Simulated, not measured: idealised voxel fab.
You're looking at the process module voxel self aligned contacts.
In the cross-section labelled cut, the width is 175 nm and each square cell is 5 nm.
Just so we're on the same page, the cross-sections are grids of square cells, and they're listed out in bands top to bottom, each band one or more rows deep.
Look at the band entry: it leads with the top's height and the bottom's height in nm. Then it lists the materials left to right, with a width in nm for each. The word "full width" on a single material says that material fills the band edge to edge. The word "air" is empty space.
A quick word on heights: they are counted from 0, and under that level the wafer as it came to us is one material throughout. The lowest band is different from the rest in having no bottom; it simply continues downward, written as in "0..down".
So if you see something like "30 to 40" for the width, read it as the top row of the band sitting at the first number and the bottom row at the second, with every row in between moving by the same amount as the last.
"same as before" means the step left every cell of the cross-section as it was.
In the "Closed void list" entry, you get each enclosed empty space of 8 cells or more, one with no open way to the top, written width x height at distance, distance from the left edge, in nm.
Anything after a step's settings on that line? It's the simulator's own note about the step.
overlay nm: mask right of planned place by this much (step with mask). Neg. = left.
Every pair from here on: before one process step, after it. The after cross-section reaches only to the lowest band that changed. Below the pair: the step in between and its settings. Pairs can belong to different runs of this module on the same starting wafer; a pair carries on from the pair above only if the entry headed "Pre-step profile" says so.
# Pre-step profile
	0..down: Si full width
	Closed void list: none
# Post-Process View
	5..0: SiO2 full width
	below 0: unchanged
	Closed void list: none
Name the step between the before and after sections above: CONFORMAL_DEP [material SiO2] [thk nm 5]
Pre-step profile: The pre-step condition corresponds to the post-step cross-section depicted in the pair directly above.
# Post-Process View
	30..5: polySi full width
	below 5: unchanged
	Closed void list: none
Name the step between the before and after sections above: DIRECTIONAL_DEP [material polySi] [thk nm 25]
Pre-step profile: The pre-step condition corresponds to the post-step cross-section depicted in the pair directly above.
# Post-Process View
	45..30: SiN full width
	below 30: unchanged
	Closed void list: none
Name the step between the before and after sections above: DIRECTIONAL_DEP [material SiN] [thk nm 15]
Pre-step profile: The pre-step condition corresponds to the post-step cross-section depicted in the pair directly above.
# Post-Process View
	55..45: aC full width
	below 45: unchanged
	Closed void list: none
Name the step between the before and after sections above: DIRECTIONAL_DEP [material aC] [thk nm 10]
Pre-step profile: The pre-step condition corresponds to the post-step cross-section depicted in the pair directly above.
# Post-Process View
	80..55: air=45  resist=25  air=35  resist=25  air=45
	below 55: unchanged
	Closed void list: none
Name the step between the before and after sections above: PATTERN [tone cover] [mask id GATE] [material resist] [width nm 25] [pitch nm 60] [thk nm 25] [overlay nm 0]
Pre-step profile: The pre-step condition corresponds to the post-step cross-section depicted in the pair directly above.
# Post-Process View
	70..55: air=45  resist=25  air=35  resist=25  air=45
	55..45: air=45  aC=25  air=35  aC=25  air=45
	below 45: unchanged
	Closed void list: none
Name the step between the before and after sections above: DIRECTIONAL_ETCH [etch materials aC] [depth nm 10]
Pre-step profile: The pre-step condition corresponds to the post-step cross-section depicted in the pair directly above.
# Post-Process View
	55..45: air=45  aC=25  air=35  aC=25  air=45
	below 45: unchanged
	Closed void list: none
Name the step between the before and after sections above: STRIP [etch materials resist]
Pre-step profile: The pre-step condition corresponds to the post-step cross-section depicted in the pair directly above.
# Post-Process View
	55..45: air=45  aC=25  air=35  aC=25  air=45
	45..30: air=45  SiN=25  air=35  SiN=25  air=45
	below 30: unchanged
	Closed void list: none
Name the step between the before and after sections above: DIRECTIONAL_ETCH [etch materials SiN] [depth nm 15]
Pre-step profile: The pre-step condition corresponds to the post-step cross-section depicted in the pair directly above.
# Post-Process View
	55..45: air=45  aC=25  air=35  aC=25  air=45
	45..30: air=45  SiN=25  air=35  SiN=25  air=45
	30..5: air=45  polySi=25  air=35  polySi=25  air=45
	below 5: unchanged
	Closed void list: none
Name the step between the before and after sections above: DIRECTIONAL_ETCH [etch materials polySi] [depth nm 25]
Pre-step profile: The pre-step condition corresponds to the post-step cross-section depicted in the pair directly above.
# Post-Process View
	45..30: air=45  SiN=25  air=35  SiN=25  air=45
	below 30: unchanged
	Closed void list: none
Name the step between the before and after sections above: STRIP [etch materials aC]
Pre-step profile: The pre-step condition corresponds to the post-step cross-section depicted in the pair directly above.
# Post-Process View
	50..30: air=40  SiN=35  air=25  SiN=35  air=40
	30..10: air=40  SiN=5  polySi=25  SiN=5  air=25  SiN=5  polySi=25  SiN=5  air=40
	10..5: SiN=45  polySi=25  SiN=35  polySi=25  SiN=45
	below 5: unchanged
	Closed void list: none
Name the step between the before and after sections above: CONFORMAL_DEP [material SiN] [thk nm 5]
Pre-step profile: The pre-step condition corresponds to the post-step cross-section depicted in the pair directly above.
# Post-Process View
	45..30: air=40  SiN=35  air=25  SiN=35  air=40
	30..5: air=40  SiN=5  polySi=25  SiN=5  air=25  SiN=5  polySi=25  SiN=5  air=40
	below 5: unchanged
	Closed void list: none
Name the step between the before and after sections above: DIRECTIONAL_ETCH [etch materials SiN] [depth nm 5]
Pre-step profile: The pre-step condition corresponds to the post-step cross-section depicted in the pair directly above.
# Post-Process View
	60..45: SiO2 full width
	45..30: SiO2=40  SiN=35  SiO2=25  SiN=35  SiO2=40
	30..5: SiO2=40  SiN=5  polySi=25  SiN=5  SiO2=25  SiN=5  polySi=25  SiN=5  SiO2=40
	below 5: unchanged
	Closed void list: none
Name the step between the before and after sections above: FILL_DEP [material SiO2] [thk nm 15]
Pre-step profile: The pre-step condition corresponds to the post-step cross-section depicted in the pair directly above.
# Post-Process View
	50..45: SiO2 full width
	below 45: unchanged
	Closed void list: none
Name the step between the before and after sections above: CMP [height nm 50]
Pre-step profile: The pre-step condition corresponds to the post-step cross-section depicted in the pair directly above.
# Post-Process View
	50..45: SiO2=65  air=45  SiO2=65
	45..30: SiO2=40  SiN=35  air=25  SiN=35  SiO2=40
	30..5: SiO2=40  SiN=5  polySi=25  SiN=5  air=25  SiN=5  polySi=25  SiN=5  SiO2=40
	5..0: SiO2=75  air=25  SiO2=75
	below 0: unchanged
	Closed void list: none
Name the step between the before and after sections above: MASKED_ETCH [tone open] [mask id CONTACT] [width nm 45] [etch materials SiO2] [depth nm 50] [overlay nm 0]
Pre-step profile: The pre-step condition corresponds to the post-step cross-section depicted in the pair directly above.
# Post-Process View
	55..50: TiN=70  air=35  TiN=70
	50..45: SiO2=65  TiN=15  air=15  TiN=15  SiO2=65
	45..30: SiO2=40  SiN=35  TiN=5  air=15  TiN=5  SiN=35  SiO2=40
	30..5: SiO2=40  SiN=5  polySi=25  SiN=5  TiN=5  air=15  TiN=5  SiN=5  polySi=25  SiN=5  SiO2=40
	5..0: SiO2=75  TiN=25  SiO2=75
	below 0: unchanged
	Closed void list: none
Name the step between the before and after sections above: CONFORMAL_DEP [material TiN] [thk nm 5]
Pre-step profile: The pre-step condition corresponds to the post-step cross-section depicted in the pair directly above.
# Post-Process View
	60..55: W full width
	55..50: TiN=70  W=35  TiN=70
	50..45: SiO2=65  TiN=15  W=15  TiN=15  SiO2=65
	45..30: SiO2=40  SiN=35  TiN=5  W=15  TiN=5  SiN=35  SiO2=40
	30..5: SiO2=40  SiN=5  polySi=25  SiN=5  TiN=5  W=15  TiN=5  SiN=5  polySi=25  SiN=5  SiO2=40
	below 5: unchanged
	Closed void list: none
Name the step between the before and after sections above: FILL_DEP [material W] [thk nm 5]
Pre-step profile: The pre-step condition corresponds to the post-step cross-section depicted in the pair directly above.
# Post-Process View
	50..45: SiO2=65  TiN=15  W=15  TiN=15  SiO2=65
	below 45: unchanged
	Closed void list: none
Name the step between the before and after sections above: CMP [height nm 50]
Pre-step profile: The pre-step condition corresponds to the post-step cross-section depicted in the pair directly above.
# Post-Process View
	55..50: SiCN full width
	below 50: unchanged
	Closed void list: none
Name the step between the before and after sections above: CONFORMAL_DEP [material SiCN] [thk nm 5]
# Pre-step profile
	0..down: Si full width
	Closed void list: none
# Post-Process View
	25..0: polySi full width
	below 0: unchanged
	Closed void list: none
Name the step between the before and after sections above: DIRECTIONAL_DEP [material polySi] [thk nm 25]
Pre-step profile: The pre-step condition corresponds to the post-step cross-section depicted in the pair directly above.
# Post-Process View
	40..25: SiN full width
	below 25: unchanged
	Closed void list: none
Name the step between the before and after sections above: DIRECTIONAL_DEP [material SiN] [thk nm 15]
Pre-step profile: The pre-step condition corresponds to the post-step cross-section depicted in the pair directly above.
# Post-Process View
	50..40: aC full width
	below 40: unchanged
	Closed void list: none
Name the step between the before and after sections above: DIRECTIONAL_DEP [material aC] [thk nm 10]
Pre-step profile: The pre-step condition corresponds to the post-step cross-section depicted in the pair directly above.
# Post-Process View
	75..50: air=45  resist=25  air=35  resist=25  air=45
	below 50: unchanged
	Closed void list: none
Name the step between the before and after sections above: PATTERN [tone cover] [mask id GATE] [material resist] [width nm 25] [pitch nm 60] [thk nm 25] [overlay nm 0]
Pre-step profile: The pre-step condition corresponds to the post-step cross-section depicted in the pair directly above.
# Post-Process View
	65..50: air=45  resist=25  air=35  resist=25  air=45
	50..40: air=45  aC=25  air=35  aC=25  air=45
	below 40: unchanged
	Closed void list: none
Name the step between the before and after sections above: DIRECTIONAL_ETCH [etch materials aC] [depth nm 10]
Pre-step profile: The pre-step condition corresponds to the post-step cross-section depicted in the pair directly above.
# Post-Process View
	50..40: air=45  aC=25  air=35  aC=25  air=45
	below 40: unchanged
	Closed void list: none
Name the step between the before and after sections above: STRIP [etch materials resist]
Pre-step profile: The pre-step condition corresponds to the post-step cross-section depicted in the pair directly above.
# Post-Process View
	50..40: air=45  aC=25  air=35  aC=25  air=45
	40..25: air=45  SiN=25  air=35  SiN=25  air=45
	below 25: unchanged
	Closed void list: none
Name the step between the before and after sections above: DIRECTIONAL_ETCH [etch materials SiN] [depth nm 15]
Pre-step profile: The pre-step condition corresponds to the post-step cross-section depicted in the pair directly above.
# Post-Process View
	50..40: air=45  aC=25  air=35  aC=25  air=45
	40..25: air=45  SiN=25  air=35  SiN=25  air=45
	25..0: air=45  polySi=25  air=35  polySi=25  air=45
	below 0: unchanged
	Closed void list: none
Name the step between the before and after sections above: DIRECTIONAL_ETCH [etch materials polySi] [depth nm 25]
Pre-step profile: The pre-step condition corresponds to the post-step cross-section depicted in the pair directly above.
# Post-Process View
	40..25: air=45  SiN=25  air=35  SiN=25  air=45
	below 25: unchanged
	Closed void list: none
Name the step between the before and after sections above: STRIP [etch materials aC]
Pre-step profile: The pre-step condition corresponds to the post-step cross-section depicted in the pair directly above.
# Post-Process View
	45..25: air=40  SiN=35  air=25  SiN=35  air=40
	25..5: air=40  SiN=5  polySi=25  SiN=5  air=25  SiN=5  polySi=25  SiN=5  air=40
	5..0: SiN=45  polySi=25  SiN=35  polySi=25  SiN=45
	below 0: unchanged
	Closed void list: none
Name the step between the before and after sections above: CONFORMAL_DEP [material SiN] [thk nm 5]
Pre-step profile: The pre-step condition corresponds to the post-step cross-section depicted in the pair directly above.
# Post-Process View
	40..25: air=40  SiN=35  air=25  SiN=35  air=40
	25..0: air=40  SiN=5  polySi=25  SiN=5  air=25  SiN=5  polySi=25  SiN=5  air=40
	below 0: unchanged
	Closed void list: none
Name the step between the before and after sections above: DIRECTIONAL_ETCH [etch materials SiN] [depth nm 5]
Pre-step profile: The pre-step condition corresponds to the post-step cross-section depicted in the pair directly above.
# Post-Process View
	55..40: SiO2 full width
	40..25: SiO2=40  SiN=35  SiO2=25  SiN=35  SiO2=40
	25..0: SiO2=40  SiN=5  polySi=25  SiN=5  SiO2=25  SiN=5  polySi=25  SiN=5  SiO2=40
	below 0: unchanged
	Closed void list: none
Name the step between the before and after sections above: FILL_DEP [material SiO2] [thk nm 15]
Pre-step profile: The pre-step condition corresponds to the post-step cross-section depicted in the pair directly above.
# Post-Process View
	50..40: SiO2 full width
	below 40: unchanged
	Closed void list: none
Name the step between the before and after sections above: CMP [height nm 50]
Pre-step profile: The pre-step condition corresponds to the post-step cross-section depicted in the pair directly above.
# Post-Process View
	50..40: SiO2=65  air=45  SiO2=65
	40..25: SiO2=40  SiN=35  air=25  SiN=35  SiO2=40
	25..0: SiO2=40  SiN=5  polySi=25  SiN=5  air=25  SiN=5  polySi=25  SiN=5  SiO2=40
	below 0: unchanged
	Closed void list: none
Name the step between the before and after sections above: MASKED_ETCH [tone open] [mask id CONTACT] [width nm 45] [etch materials SiO2] [depth nm 50] [overlay nm 0]
Pre-step profile: The pre-step condition corresponds to the post-step cross-section depicted in the pair directly above.
# Post-Process View
	55..50: TiN=70  air=35  TiN=70
	50..40: SiO2=65  TiN=5 to 15  air=35 to 15  TiN=5 to 15  SiO2=65
	40..25: SiO2=40  SiN=35  TiN=5  air=15  TiN=5  SiN=35  SiO2=40
	25..5: SiO2=40  SiN=5  polySi=25  SiN=5  TiN=5  air=15  TiN=5  SiN=5  polySi=25  SiN=5  SiO2=40
	5..0: SiO2=40  SiN=5  polySi=25  SiN=5  TiN=25  SiN=5  polySi=25  SiN=5  SiO2=40
	below 0: unchanged
	Closed void list: none
Name the step between the before and after sections above: CONFORMAL_DEP [material TiN] [thk nm 5]
Pre-step profile: The pre-step condition corresponds to the post-step cross-section depicted in the pair directly above.
# Post-Process View
	60..55: W full width
	55..50: TiN=70  W=35  TiN=70
	50..40: SiO2=65  TiN=5 to 15  W=35 to 15  TiN=5 to 15  SiO2=65
	40..25: SiO2=40  SiN=35  TiN=5  W=15  TiN=5  SiN=35  SiO2=40
	25..5: SiO2=40  SiN=5  polySi=25  SiN=5  TiN=5  W=15  TiN=5  SiN=5  polySi=25  SiN=5  SiO2=40
	below 5: unchanged
	Closed void list: none
Name the step between the before and after sections above: FILL_DEP [material W] [thk nm 5]
Pre-step profile: The pre-step condition corresponds to the post-step cross-section depicted in the pair directly above.
# Post-Process View
	50..40: SiO2=65  TiN=5 to 15  W=35 to 15  TiN=5 to 15  SiO2=65
	below 40: unchanged
	Closed void list: none
Name the step between the before and after sections above: CMP [height nm 50]
Pre-step profile: The pre-step condition corresponds to the post-step cross-section depicted in the pair directly above.
# Post-Process View
	55..50: SiCN full width
	below 50: unchanged
	Closed void list: none
Name the step between the before and after sections above: CONFORMAL_DEP [material SiCN] [thk nm 5]
# Pre-step profile
	30..5: polySi full width
	5..0: SiO2 full width
	0..down: Si full width
	Closed void list: none
# Post-Process View
	55..5: polySi full width
	below 5: unchanged
	Closed void list: none
Name the step between the before and after sections above: DIRECTIONAL_DEP [material polySi] [thk nm 25]
Pre-step profile: The pre-step condition corresponds to the post-step cross-section depicted in the pair directly above.
# Post-Process View
	70..55: SiN full width
	below 55: unchanged
	Closed void list: none
Name the step between the before and after sections above: DIRECTIONAL_DEP [material SiN] [thk nm 15]
Pre-step profile: The pre-step condition corresponds to the post-step cross-section depicted in the pair directly above.
# Post-Process View
	80..70: aC full width
	below 70: unchanged
	Closed void list: none
Name the step between the before and after sections above: DIRECTIONAL_DEP [material aC] [thk nm 10]
Pre-step profile: The pre-step condition corresponds to the post-step cross-section depicted in the pair directly above.
# Post-Process View
	105..80: air=45  resist=25  air=35  resist=25  air=45
	below 80: unchanged
	Closed void list: none
Name the step between the before and after sections above: PATTERN [tone cover] [mask id GATE] [material resist] [width nm 25] [pitch nm 60] [thk nm 25] [overlay nm 0]
Pre-step profile: The pre-step condition corresponds to the post-step cross-section depicted in the pair directly above.
# Post-Process View
	95..80: air=45  resist=25  air=35  resist=25  air=45
	80..70: air=45  aC=25  air=35  aC=25  air=45
	below 70: unchanged
	Closed void list: none
Name the step between the before and after sections above: DIRECTIONAL_ETCH [etch materials aC] [depth nm 10]
Pre-step profile: The pre-step condition corresponds to the post-step cross-section depicted in the pair directly above.
# Post-Process View
	80..70: air=45  aC=25  air=35  aC=25  air=45
	below 70: unchanged
	Closed void list: none
Name the step between the before and after sections above: STRIP [etch materials resist]
Pre-step profile: The pre-step condition corresponds to the post-step cross-section depicted in the pair directly above.
# Post-Process View
	80..70: air=45  aC=25  air=35  aC=25  air=45
	70..55: air=45  SiN=25  air=35  SiN=25  air=45
	below 55: unchanged
	Closed void list: none
Name the step between the before and after sections above: DIRECTIONAL_ETCH [etch materials SiN] [depth nm 15]
Pre-step profile: The pre-step condition corresponds to the post-step cross-section depicted in the pair directly above.
# Post-Process View
	80..70: air=45  aC=25  air=35  aC=25  air=45
	70..55: air=45  SiN=25  air=35  SiN=25  air=45
	55..30: air=45  polySi=25  air=35  polySi=25  air=45
	below 30: unchanged
	Closed void list: none
Name the step between the before and after sections above: DIRECTIONAL_ETCH [etch materials polySi] [depth nm 25]
Pre-step profile: The pre-step condition corresponds to the post-step cross-section depicted in the pair directly above.
# Post-Process View
	70..55: air=45  SiN=25  air=35  SiN=25  air=45
	below 55: unchanged
	Closed void list: none
Name the step between the before and after sections above: STRIP [etch materials aC]
Pre-step profile: The pre-step condition corresponds to the post-step cross-section depicted in the pair directly above.
# Post-Process View
	75..55: air=40  SiN=35  air=25  SiN=35  air=40
	55..35: air=40  SiN=5  polySi=25  SiN=5  air=25  SiN=5  polySi=25  SiN=5  air=40
	35..30: SiN=45  polySi=25  SiN=35  polySi=25  SiN=45
	below 30: unchanged
	Closed void list: none
Name the step between the before and after sections above: CONFORMAL_DEP [material SiN] [thk nm 5]
Pre-step profile: The pre-step condition corresponds to the post-step cross-section depicted in the pair directly above.
# Post-Process View
	70..55: air=40  SiN=35  air=25  SiN=35  air=40
	55..30: air=40  SiN=5  polySi=25  SiN=5  air=25  SiN=5  polySi=25  SiN=5  air=40
	below 30: unchanged
	Closed void list: none
Name the step between the before and after sections above: DIRECTIONAL_ETCH [etch materials SiN] [depth nm 5]
Pre-step profile: The pre-step condition corresponds to the post-step cross-section depicted in the pair directly above.
# Post-Process View
	85..70: SiO2 full width
	70..55: SiO2=40  SiN=35  SiO2=25  SiN=35  SiO2=40
	55..30: SiO2=40  SiN=5  polySi=25  SiN=5  SiO2=25  SiN=5  polySi=25  SiN=5  SiO2=40
	below 30: unchanged
	Closed void list: none
Name the step between the before and after sections above: FILL_DEP [material SiO2] [thk nm 15]
Pre-step profile: The pre-step condition corresponds to the post-step cross-section depicted in the pair directly above.
# Post-Process View
	50..30: SiO2=40  SiN=5  polySi=25  SiN=5  SiO2=25  SiN=5  polySi=25  SiN=5  SiO2=40
	below 30: unchanged
	Closed void list: none
Name the step between the before and after sections above: CMP [height nm 50]
Pre-step profile: The pre-step condition corresponds to the post-step cross-section depicted in the pair directly above.
# Post-Process View
	50..30: SiO2=40  SiN=5  polySi=25  SiN=5  air=25  SiN=5  polySi=25  SiN=5  SiO2=40
	below 30: unchanged
	Closed void list: none
Name the step between the before and after sections above: MASKED_ETCH [tone open] [mask id CONTACT] [width nm 45] [etch materials SiO2] [depth nm 50] [overlay nm 0]
Pre-step profile: The pre-step condition corresponds to the post-step cross-section depicted in the pair directly above.
# Post-Process View
	55..50: TiN=80  air=15  TiN=80
	50..35: SiO2=40  SiN=5  polySi=25  SiN=5  TiN=5  air=15  TiN=5  SiN=5  polySi=25  SiN=5  SiO2=40
	35..30: SiO2=40  SiN=5  polySi=25  SiN=5  TiN=25  SiN=5  polySi=25  SiN=5  SiO2=40
	below 30: unchanged
	Closed void list: none
Name the step between the before and after sections above: CONFORMAL_DEP [material TiN] [thk nm 5]
Pre-step profile: The pre-step condition corresponds to the post-step cross-section depicted in the pair directly above.
# Post-Process View
	60..55: W full width
	55..50: TiN=80  W=15  TiN=80
	50..35: SiO2=40  SiN=5  polySi=25  SiN=5  TiN=5  W=15  TiN=5  SiN=5  polySi=25  SiN=5  SiO2=40
	below 35: unchanged
	Closed void list: none
Name the step between the before and after sections above: FILL_DEP [material W] [thk nm 5]
Pre-step profile: The pre-step condition corresponds to the post-step cross-section depicted in the pair directly above.
# Post-Process View
	50..35: SiO2=40  SiN=5  polySi=25  SiN=5  TiN=5  W=15  TiN=5  SiN=5  polySi=25  SiN=5  SiO2=40
	below 35: unchanged
	Closed void list: none
Name the step between the before and after sections above: CMP [height nm 50]
Pre-step profile: The pre-step condition corresponds to the post-step cross-section depicted in the pair directly above.
# Post-Process View
	55..50: SiCN full width
	below 50: unchanged
	Closed void list: none
Name the step between the before and after sections above: CONFORMAL_DEP [material SiCN] [thk nm 5]
# Pre-step profile
	45..30: air=45  SiN=25  air=35  SiN=25  air=45
	30..5: air=45  polySi=25  air=35  polySi=25  air=45
	5..0: SiO2 full width
	0..down: Si full width
	Closed void list: none
# Post-Process View
	40..30: air=45  SiN=25  air=35  SiN=25  air=45
	below 30: unchanged
	Closed void list: none
Name the step between the before and after sections above: DIRECTIONAL_ETCH [etch materials SiN] [depth nm 5]
Pre-step profile: The pre-step condition corresponds to the post-step cross-section depicted in the pair directly above.
# Post-Process View
	45..30: air=40  SiN=35  air=25  SiN=35  air=40
	30..10: air=40  SiN=5  polySi=25  SiN=5  air=25  SiN=5  polySi=25  SiN=5  air=40
	10..5: SiN=45  polySi=25  SiN=35  polySi=25  SiN=45
	below 5: unchanged
	Closed void list: none
Name the step between the before and after sections above: CONFORMAL_DEP [material SiN] [thk nm 5]
Pre-step profile: The pre-step condition corresponds to the post-step cross-section depicted in the pair directly above.
# Post-Process View
	60..45: SiO2 full width
	45..30: SiO2=40  SiN=35  SiO2=25  SiN=35  SiO2=40
	30..10: SiO2=40  SiN=5  polySi=25  SiN=5  SiO2=25  SiN=5  polySi=25  SiN=5  SiO2=40
	below 10: unchanged
	Closed void list: none
Name the step between the before and after sections above: FILL_DEP [material SiO2] [thk nm 15]
Pre-step profile: The pre-step condition corresponds to the post-step cross-section depicted in the pair directly above.
# Post-Process View
	50..45: SiO2 full width
	below 45: unchanged
	Closed void list: none
Name the step between the before and after sections above: CMP [height nm 50]
Pre-step profile: The pre-step condition corresponds to the post-step cross-section depicted in the pair directly above.
# Post-Process View
	50..45: SiO2=65  air=45  SiO2=65
	45..30: SiO2=40  SiN=35  air=25  SiN=35  SiO2=40
	30..10: SiO2=40  SiN=5  polySi=25  SiN=5  air=25  SiN=5  polySi=25  SiN=5  SiO2=40
	below 10: unchanged
	Closed void list: none
Name the step between the before and after sections above: MASKED_ETCH [tone open] [mask id CONTACT] [width nm 45] [etch materials SiO2] [depth nm 50] [overlay nm 0]
Pre-step profile: The pre-step condition corresponds to the post-step cross-section depicted in the pair directly above.
# Post-Process View
	55..50: TiN=70  air=35  TiN=70
	50..45: SiO2=65  TiN=15  air=15  TiN=15  SiO2=65
	45..30: SiO2=40  SiN=35  TiN=5  air=15  TiN=5  SiN=35  SiO2=40
	30..15: SiO2=40  SiN=5  polySi=25  SiN=5  TiN=5  air=15  TiN=5  SiN=5  polySi=25  SiN=5  SiO2=40
	15..10: SiO2=40  SiN=5  polySi=25  SiN=5  TiN=25  SiN=5  polySi=25  SiN=5  SiO2=40
	below 10: unchanged
	Closed void list: none
Name the step between the before and after sections above: CONFORMAL_DEP [material TiN] [thk nm 5]
Pre-step profile: The pre-step condition corresponds to the post-step cross-section depicted in the pair directly above.
# Post-Process View
	60..55: W full width
	55..50: TiN=70  W=35  TiN=70
	50..45: SiO2=65  TiN=15  W=15  TiN=15  SiO2=65
	45..30: SiO2=40  SiN=35  TiN=5  W=15  TiN=5  SiN=35  SiO2=40
	30..15: SiO2=40  SiN=5  polySi=25  SiN=5  TiN=5  W=15  TiN=5  SiN=5  polySi=25  SiN=5  SiO2=40
	below 15: unchanged
	Closed void list: none
Name the step between the before and after sections above: FILL_DEP [material W] [thk nm 5]
Pre-step profile: The pre-step condition corresponds to the post-step cross-section depicted in the pair directly above.
# Post-Process View
	50..45: SiO2=65  TiN=15  W=15  TiN=15  SiO2=65
	below 45: unchanged
	Closed void list: none
Name the step between the before and after sections above: CMP [height nm 50]
Pre-step profile: The pre-step condition corresponds to the post-step cross-section depicted in the pair directly above.
# Post-Process View
	55..50: SiCN full width
	below 50: unchanged
	Closed void list: none
Name the step between the before and after sections above: CONFORMAL_DEP [material SiCN] [thk nm 5]
# Pre-step profile
	5..0: SiO2 full width
	0..down: Si full width
	Closed void list: none
# Post-Process View
	25..5: polySi full width
	below 5: unchanged
	Closed void list: none
Name the step between the before and after sections above: DIRECTIONAL_DEP [material polySi] [thk nm 20]
Pre-step profile: The pre-step condition corresponds to the post-step cross-section depicted in the pair directly above.
# Post-Process View
	40..25: SiN full width
	below 25: unchanged
	Closed void list: none
Name the step between the before and after sections above: DIRECTIONAL_DEP [material SiN] [thk nm 15]
Pre-step profile: The pre-step condition corresponds to the post-step cross-section depicted in the pair directly above.
# Post-Process View
	50..40: aC full width
	below 40: unchanged
	Closed void list: none
Name the step between the before and after sections above: DIRECTIONAL_DEP [material aC] [thk nm 10]
Pre-step profile: The pre-step condition corresponds to the post-step cross-section depicted in the pair directly above.
# Post-Process View
	75..50: air=45  resist=25  air=35  resist=25  air=45
	below 50: unchanged
	Closed void list: none
Name the step between the before and after sections above: PATTERN [tone cover] [mask id GATE] [material resist] [width nm 25] [pitch nm 60] [thk nm 25] [overlay nm 0]
Pre-step profile: The pre-step condition corresponds to the post-step cross-section depicted in the pair directly above.
# Post-Process View
	65..50: air=45  resist=25  air=35  resist=25  air=45
	50..40: air=45  aC=25  air=35  aC=25  air=45
	below 40: unchanged
	Closed void list: none
Name the step between the before and after sections above: DIRECTIONAL_ETCH [etch materials aC] [depth nm 10]
Pre-step profile: The pre-step condition corresponds to the post-step cross-section depicted in the pair directly above.
# Post-Process View
	50..40: air=45  aC=25  air=35  aC=25  air=45
	below 40: unchanged
	Closed void list: none
Name the step between the before and after sections above: STRIP [etch materials resist]
Pre-step profile: The pre-step condition corresponds to the post-step cross-section depicted in the pair directly above.
# Post-Process View
	50..40: air=45  aC=25  air=35  aC=25  air=45
	40..25: air=45  SiN=25  air=35  SiN=25  air=45
	below 25: unchanged
	Closed void list: none
Name the step between the before and after sections above: DIRECTIONAL_ETCH [etch materials SiN] [depth nm 15]
Pre-step profile: The pre-step condition corresponds to the post-step cross-section depicted in the pair directly above.
# Post-Process View
	50..40: air=45  aC=25  air=35  aC=25  air=45
	40..25: air=45  SiN=25  air=35  SiN=25  air=45
	25..5: air=45  polySi=25  air=35  polySi=25  air=45
	below 5: unchanged
	Closed void list: none
Name the step between the before and after sections above: DIRECTIONAL_ETCH [etch materials polySi] [depth nm 25]
Pre-step profile: The pre-step condition corresponds to the post-step cross-section depicted in the pair directly above.
# Post-Process View
	40..25: air=45  SiN=25  air=35  SiN=25  air=45
	below 25: unchanged
	Closed void list: none
Name the step between the before and after sections above: STRIP [etch materials aC]
Pre-step profile: The pre-step condition corresponds to the post-step cross-section depicted in the pair directly above.
# Post-Process View
	45..25: air=40  SiN=35  air=25  SiN=35  air=40
	25..10: air=40  SiN=5  polySi=25  SiN=5  air=25  SiN=5  polySi=25  SiN=5  air=40
	10..5: SiN=45  polySi=25  SiN=35  polySi=25  SiN=45
	below 5: unchanged
	Closed void list: none
Name the step between the before and after sections above: CONFORMAL_DEP [material SiN] [thk nm 5]
Pre-step profile: The pre-step condition corresponds to the post-step cross-section depicted in the pair directly above.
# Post-Process View
	40..25: air=40  SiN=35  air=25  SiN=35  air=40
	25..5: air=40  SiN=5  polySi=25  SiN=5  air=25  SiN=5  polySi=25  SiN=5  air=40
	below 5: unchanged
	Closed void list: none
Name the step between the before and after sections above: DIRECTIONAL_ETCH [etch materials SiN] [depth nm 5]
Pre-step profile: The pre-step condition corresponds to the post-step cross-section depicted in the pair directly above.
# Post-Process View
	55..40: SiO2 full width
	40..25: SiO2=40  SiN=35  SiO2=25  SiN=35  SiO2=40
	25..5: SiO2=40  SiN=5  polySi=25  SiN=5  SiO2=25  SiN=5  polySi=25  SiN=5  SiO2=40
	below 5: unchanged
	Closed void list: none
Name the step between the before and after sections above: FILL_DEP [material SiO2] [thk nm 15]
Pre-step profile: The pre-step condition corresponds to the post-step cross-section depicted in the pair directly above.
# Post-Process View
	50..40: SiO2 full width
	below 40: unchanged
	Closed void list: none
Name the step between the before and after sections above: CMP [height nm 50]
Pre-step profile: The pre-step condition corresponds to the post-step cross-section depicted in the pair directly above.
# Post-Process View
	50..40: SiO2=65  air=45  SiO2=65
	40..25: SiO2=40  SiN=35  air=25  SiN=35  SiO2=40
	25..5: SiO2=40  SiN=5  polySi=25  SiN=5  air=25  SiN=5  polySi=25  SiN=5  SiO2=40
	5..0: SiO2=75  air=25  SiO2=75
	below 0: unchanged
	Closed void list: none
Name the step between the before and after sections above: MASKED_ETCH [tone open] [mask id CONTACT] [width nm 45] [etch materials SiO2] [depth nm 50] [overlay nm 0]
Pre-step profile: The pre-step condition corresponds to the post-step cross-section depicted in the pair directly above.
# Post-Process View
	55..50: TiN=70  air=35  TiN=70
	50..40: SiO2=65  TiN=5 to 15  air=35 to 15  TiN=5 to 15  SiO2=65
	40..25: SiO2=40  SiN=35  TiN=5  air=15  TiN=5  SiN=35  SiO2=40
	25..5: SiO2=40  SiN=5  polySi=25  SiN=5  TiN=5  air=15  TiN=5  SiN=5  polySi=25  SiN=5  SiO2=40
	5..0: SiO2=75  TiN=25  SiO2=75
	below 0: unchanged
	Closed void list: none
Name the step between the before and after sections above: CONFORMAL_DEP [material TiN] [thk nm 5]
Pre-step profile: The pre-step condition corresponds to the post-step cross-section depicted in the pair directly above.
# Post-Process View
	60..55: W full width
	55..50: TiN=70  W=35  TiN=70
	50..40: SiO2=65  TiN=5 to 15  W=35 to 15  TiN=5 to 15  SiO2=65
	40..25: SiO2=40  SiN=35  TiN=5  W=15  TiN=5  SiN=35  SiO2=40
	25..5: SiO2=40  SiN=5  polySi=25  SiN=5  TiN=5  W=15  TiN=5  SiN=5  polySi=25  SiN=5  SiO2=40
	below 5: unchanged
	Closed void list: none
Name the step between the before and after sections above: FILL_DEP [material W] [thk nm 5]
Pre-step profile: The pre-step condition corresponds to the post-step cross-section depicted in the pair directly above.
# Post-Process View
	50..40: SiO2=65  TiN=5 to 15  W=35 to 15  TiN=5 to 15  SiO2=65
	below 40: unchanged
	Closed void list: none
Name the step between the before and after sections above: CMP [height nm 50]
Pre-step profile: The pre-step condition corresponds to the post-step cross-section depicted in the pair directly above.
# Post-Process View
	55..50: SiCN full width
	below 50: unchanged
	Closed void list: none
Name the step between the before and after sections above: CONFORMAL_DEP [material SiCN] [thk nm 5]
# Pre-step profile
	55..45: aC full width
	45..30: SiN full width
	30..5: polySi full width
	5..0: SiO2 full width
	0..down: Si full width
	Closed void list: none
# Post-Process View
	80..55: air=50  resist=15  air=45  resist=15  air=50
	below 55: unchanged
	Closed void list: none
Name the step between the before and after sections above: PATTERN [tone cover] [mask id GATE] [material resist] [width nm 15] [pitch nm 60] [thk nm 25] [overlay nm 0]
